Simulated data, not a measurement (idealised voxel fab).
process module | voxel transistor to metal
cross-section cut | 210 nm wide | cells 5 nm
A cross-section is a grid of square cells, given in bands from the top down. A band is one or more rows of cells.
Each band's line starts with the height of the band's top and of its bottom, in nm. Then come its materials from left to right, each with its width in nm. One material with "throughout" fills the band from edge to edge. "air" is empty space.
Height 0 is the level under which the wafer as received is all one material. The lowest band goes on downwards, as in "0 down".
A width such as "30 to 40" changes by the same amount from each row of cells to the next, from the band's top row to its bottom row.
"no change" after a step means that no cell of the cross-section changed.
closed voids: empty space of 8 cells or more with no open way to the top, each as width x height at its distance from the left edge, in nm
after a step's settings: what the simulator itself notes on the step
overlay nm, on a step with a mask: how far to the right of its planned place the mask lay; to the left if negative
plan
1 op RECEIVE | material Si
2 op OXIDIZE | depth nm 5
3 op CONFORMAL_DEP | material SiN | thk nm 15
4 op DIRECTIONAL_DEP | material aC | thk nm 15
5 op PATTERN | tone cover | mask id ACTIVE | material resist | width nm 125 | thk nm 30 | overlay nm 0
6 op DIRECTIONAL_ETCH | etch materials aC | depth nm 15
7 op STRIP | etch materials resist
8 op DIRECTIONAL_ETCH | etch materials SiN | depth nm 15
9 op DIRECTIONAL_ETCH | etch materials SiO2 | depth nm 5
10 op DIRECTIONAL_ETCH | etch materials Si | depth nm 35
11 op STRIP | etch materials aC
12 op FILL_DEP | material SiO2 | thk nm 15
13 op CMP | height nm 15
14 op SELECTIVE_ETCH | etch materials SiO2 | depth nm 5
15 op STRIP | etch materials SiN
16 op SELECTIVE_ETCH | etch materials SiO2 | depth nm 5
17 op OXIDIZE | depth nm 5
18 op DIRECTIONAL_DEP | material polySi | thk nm 20
19 op DIRECTIONAL_DEP | material SiCN | thk nm 15
20 op PATTERN | tone cover | mask id GATE | material resist | width nm 35 | thk nm 15 | overlay nm 0
21 op DIRECTIONAL_ETCH | etch materials SiCN | depth nm 25
22 op DIRECTIONAL_ETCH | etch materials polySi | depth nm 30
23 op STRIP | etch materials resist
24 op CONFORMAL_DEP | material SiN | thk nm 10
25 op DIRECTIONAL_ETCH | etch materials SiN | depth nm 10
26 op DIRECTIONAL_ETCH | etch materials SiO2 | depth nm 5
27 op DIRECTIONAL_ETCH | etch materials Si | depth nm 10
28 op EPI | material SiGe | thk nm 10
29 op FILL_DEP | material SiO2 | thk nm 10
30 op CMP | height nm 15
31 op STRIP | etch materials polySi
32 op SELECTIVE_ETCH | etch materials SiO2 | depth nm 5
33 op CONFORMAL_DEP | material HfO2 | thk nm 5
34 op CONFORMAL_DEP | material TiN | thk nm 5
35 op FILL_DEP | material W | thk nm 10
36 op CMP | height nm 10
37 op DIRECTIONAL_DEP | material SiO2 | thk nm 15
38 op PATTERN | tone open | mask id CONTACT | material resist | width nm 15 | pitch nm 90 | thk nm 20 | overlay nm 0
39 op DIRECTIONAL_ETCH | etch materials SiO2 | depth nm 35
40 op STRIP | etch materials resist
41 op CONFORMAL_DEP | material TiN | thk nm 5
42 op FILL_DEP | material Ru | thk nm 10
43 op CMP | height nm 25
44 op DIRECTIONAL_DEP | material TiN | thk nm 5
45 op DIRECTIONAL_DEP | material W | thk nm 15
46 op PATTERN | tone cover | mask id METAL_1 | material resist | width nm 15 | pitch nm 90 | thk nm 15 | overlay nm 0
47 op DIRECTIONAL_ETCH | etch materials W | depth nm 15
48 op DIRECTIONAL_ETCH | etch materials TiN | depth nm 5
49 op STRIP | etch materials resist
50 op FILL_DEP | material lowk | thk nm 5
51 op CMP | height nm 45
52 op CONFORMAL_DEP | material SiCN | thk nm 5
53 op DIRECTIONAL_DEP | material SiO2 | thk nm 30
54 op DIRECTIONAL_DEP | material aC | thk nm 15
55 op PATTERN | tone open | mask id METAL_2 | material resist | width nm 15 | pitch nm 90 | thk nm 30 | overlay nm 0
56 op DIRECTIONAL_ETCH | etch materials aC | depth nm 15
57 op STRIP | etch materials resist
58 op DIRECTIONAL_ETCH | etch materials SiO2 | depth nm 15
59 op STRIP | etch materials aC
60 op PATTERN | tone open | mask id METAL_2_HOLES | material resist | width nm 15 | pitch nm 90 | thk nm 20 | overlay nm 0
61 op DIRECTIONAL_ETCH | etch materials SiO2 | depth nm 15
62 op DIRECTIONAL_ETCH | etch materials SiCN | depth nm 5
63 op STRIP | etch materials resist
64 op CONFORMAL_DEP | material TiN | thk nm 5
65 op FILL_DEP | material Ru | thk nm 10
66 op CMP | height nm 80
67 op CONFORMAL_DEP | material SiN | thk nm 5
as received, after step 1
  0 down: Si throughout
  closed voids: none
a wafer at the end: this start, this plan, one mistake
  85 to 80: SiN throughout
  80 to 50: SiO2 50 | TiN 5 | Ru 5 | TiN 5 | SiO2 75 | TiN 5 | Ru 5 | TiN 5 | SiO2 55
  50 to 45: SiCN 50 | TiN 15 | SiCN 75 | TiN 15 | SiCN 55
  45 to 30: lowk 50 | W 15 | lowk 75 | W 15 | lowk 55
  30 to 25: lowk 50 | TiN 15 | lowk 75 | TiN 15 | lowk 55
  25 to 10: SiO2 50 | TiN 5 | Ru 5 | TiN 5 | SiO2 75 | TiN 5 | Ru 5 | TiN 5 | SiO2 55
  10 to 5: SiO2 50 | TiN 15 | SiO2 10 | SiN 10 | HfO2 5 | TiN 5 | W 15 | TiN 5 | HfO2 5 | SiN 10 | SiO2 10 | TiN 15 | SiO2 55
  5 to 0: SiO2 40 | SiN 10 | SiGe 10 | TiN 5 | SiGe 10 | SiN 10 | HfO2 5 | TiN 25 | HfO2 5 | SiN 10 | SiGe 10 | TiN 5 | SiGe 10 | SiN 10 | SiO2 45
  0 to -5: SiO2 50 | SiGe 10 | TiN 5 | SiGe 10 | SiO2 5 | HfO2 45 | SiO2 5 | SiGe 10 | TiN 5 | SiGe 10 | SiO2 55
  -5 to -15: SiO2 40 | Si 10 | SiGe 25 | Si 55 | SiGe 25 | Si 10 | SiO2 45
  -15 to -40: SiO2 40 | Si 125 | SiO2 45
  -40 down: Si throughout
  closed voids: none
what went wrong: steps 15 and 16 were swapped
